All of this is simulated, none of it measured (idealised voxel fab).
voxel transistor to metal: a process module
Cross-section cut spans 180 nm and uses square cells 5 nm in size.
Square cells in a grid make up a cross-section in this document, and the grid is given as bands, listed from the top down, each one or more rows of cells. In this notation a band is specified by the heights of its top and bottom, in that order and in nm, after which its materials appear from left to right, each paired with its width in nm. The word "throughout" attached to a single material means that material fills the band from edge to edge; the word "blank" stands for empty space. Height 0 is the level under which the wafer as received is all one material. The lowest band goes on downwards, as in "z 0 and below". Width: "30->40" (first number = top row, second number = bottom row, same change from row to row of cells). Step marked "no alterations made"? Then no cell in the cross-section changed in it. For the entry "Sealed void list", the listed items are empty spaces with no open way to the top whose size is 8 cells or more; each item follows the pattern width x height at distance, where distance is from the left edge and all three are in nm. Formally, on a step line, whatever follows the settings is a remark that the simulator itself makes on the step. Each step line may optionally specify "overlay nm", which for a step with a mask gives the rightward distance between the mask's planned place and where it lay, a negative value indicating the leftward direction.

BELOW IS THE LIST OF PLANNED PROCESS STEPS
1,RECEIVE,material Si
2,OXIDIZE,depth nm 5
3,CONFORMAL_DEP,material SiN,thk nm 15
4,DIRECTIONAL_DEP,material aC,thk nm 10
5,PATTERN,tone cover,mask id ACTIVE,material resist,width nm 110,thk nm 30,overlay nm 0
6,DIRECTIONAL_ETCH,etch materials aC,depth nm 10
7,STRIP,etch materials resist
8,DIRECTIONAL_ETCH,etch materials SiN,depth nm 15
9,DIRECTIONAL_ETCH,etch materials SiO2,depth nm 5
10,DIRECTIONAL_ETCH,etch materials Si,depth nm 30
11,STRIP,etch materials aC
12,FILL_DEP,material SiO2,thk nm 5
13,CMP,height nm 15
14,SELECTIVE_ETCH,etch materials SiO2,depth nm 10
15,STRIP,etch materials SiN
16,SELECTIVE_ETCH,etch materials SiO2,depth nm 5
17,OXIDIZE,depth nm 5
18,DIRECTIONAL_DEP,material polySi,thk nm 20
19,DIRECTIONAL_DEP,material SiCN,thk nm 15
20,PATTERN,tone cover,mask id GATE,material resist,width nm 30,thk nm 15,overlay nm 0
21,DIRECTIONAL_ETCH,etch materials SiCN,depth nm 25
22,DIRECTIONAL_ETCH,etch materials polySi,depth nm 30
23,STRIP,etch materials resist
24,CONFORMAL_DEP,material SiO2,thk nm 5
25,DIRECTIONAL_ETCH,etch materials SiO2,depth nm 5
26,CONFORMAL_DEP,material SiN,thk nm 5
27,DIRECTIONAL_ETCH,etch materials SiN,depth nm 5
28,DIRECTIONAL_ETCH,etch materials SiO2,depth nm 5
29,EPI,material nSi,thk nm 5
30,FILL_DEP,material SiO2,thk nm 10
31,CMP,height nm 15
32,STRIP,etch materials polySi
33,SELECTIVE_ETCH,etch materials SiO2,depth nm 5
34,CONFORMAL_DEP,material HfO2,thk nm 5
35,CONFORMAL_DEP,material TiN,thk nm 5
36,FILL_DEP,material W,thk nm 10
37,CMP,height nm 10
38,DIRECTIONAL_DEP,material SiO2,thk nm 10
39,PATTERN,tone open,mask id CONTACT,material resist,width nm 20,pitch nm 80,thk nm 15,overlay nm 0
40,DIRECTIONAL_ETCH,etch materials SiO2,depth nm 25
41,STRIP,etch materials resist
42,CONFORMAL_DEP,material TiN,thk nm 5
43,FILL_DEP,material W,thk nm 10
44,CMP,height nm 20
45,DIRECTIONAL_DEP,material TiN,thk nm 5
46,DIRECTIONAL_DEP,material W,thk nm 20
47,DIRECTIONAL_DEP,material aC,thk nm 10
48,PATTERN,tone cover,mask id METAL_1,material resist,width nm 20,pitch nm 80,thk nm 25,overlay nm 0
49,DIRECTIONAL_ETCH,etch materials aC,depth nm 10
50,STRIP,etch materials resist
51,DIRECTIONAL_ETCH,etch materials W,depth nm 20
52,DIRECTIONAL_ETCH,etch materials TiN,depth nm 5
53,STRIP,etch materials aC
54,FILL_DEP,material SiO2,thk nm 10
55,CMP,height nm 45
56,CONFORMAL_DEP,material SiCN,thk nm 5
57,DIRECTIONAL_DEP,material lowk,thk nm 35
58,MASKED_ETCH,tone open,mask id METAL_2,width nm 20,pitch nm 80,etch materials lowk,depth nm 20,overlay nm 0
59,PATTERN,tone open,mask id METAL_2_HOLES,material resist,width nm 15,pitch nm 80,thk nm 20,overlay nm 0
60,DIRECTIONAL_ETCH,etch materials lowk,depth nm 15
61,DIRECTIONAL_ETCH,etch materials SiCN,depth nm 5
62,STRIP,etch materials resist
63,CONFORMAL_DEP,material TiN,thk nm 5
64,FILL_DEP,material Cu,thk nm 5
65,CMP,height nm 85
66,CONFORMAL_DEP,material SiCN,thk nm 5

CROSS-SECTION OF THE WAFER AS IT CAME TO US, I.E., ALREADY THROUGH STEP 1
z 0 and below: Si throughout
Sealed void list: none

ONE MISTAKE IN RUNNING THE MODULE, OTHERWISE START AND PLAN AS ABOVE: CROSS-SECTION AT THE END
z 90 to 85: SiCN throughout
z 85 to 70: 40 of lowk, 5 of TiN, 10 of Cu, 5 of TiN, 60 of lowk, 5 of TiN, 10 of Cu, 5 of TiN, 40 of lowk
z 70 to 65: 40 of lowk, 5 of TiN, 5 of Cu, 10 of TiN, 60 of lowk, 5 of TiN, 5 of Cu, 10 of TiN, 40 of lowk
z 65 to 50: 40 of lowk, 5 of TiN, 5 of Cu, 5 of TiN, 65 of lowk, 5 of TiN, 5 of Cu, 5 of TiN, 45 of lowk
z 50 to 45: 40 of SiCN, 15 of TiN, 65 of SiCN, 15 of TiN, 45 of SiCN
z 45 to 25: 40 of SiO2, 20 of W, 60 of SiO2, 20 of W, 40 of SiO2
z 25 to 20: 40 of SiO2, 20 of TiN, 60 of SiO2, 20 of TiN, 40 of SiO2
z 20 to 10: 40 of SiO2, 5 of TiN, 10 of W, 5 of TiN, 60 of SiO2, 5 of TiN, 10 of W, 5 of TiN, 40 of SiO2
z 10 to 0: 40 of SiO2, 5 of TiN, 10 of W, 5 of TiN, 10 of SiO2, 5 of HfO2, 5 of TiN, 20 of W, 5 of TiN, 5 of HfO2, 10 of SiO2, 5 of TiN, 10 of W, 5 of TiN, 40 of SiO2
z 0 to -5: 40 of SiO2, 20 of TiN, 10 of SiO2, 5 of HfO2, 30 of TiN, 5 of HfO2, 10 of SiO2, 20 of TiN, 40 of SiO2
z -5 to -10: 35 of SiO2, 35 of nSi, 40 of HfO2, 35 of nSi, 35 of SiO2
z -10 to -35: 35 of SiO2, 110 of Si, 35 of SiO2
z -35 and below: Si throughout
Sealed void list: none
What went wrong in running the wafer? it should be noted that step 26 of the plan was omitted and was not performed
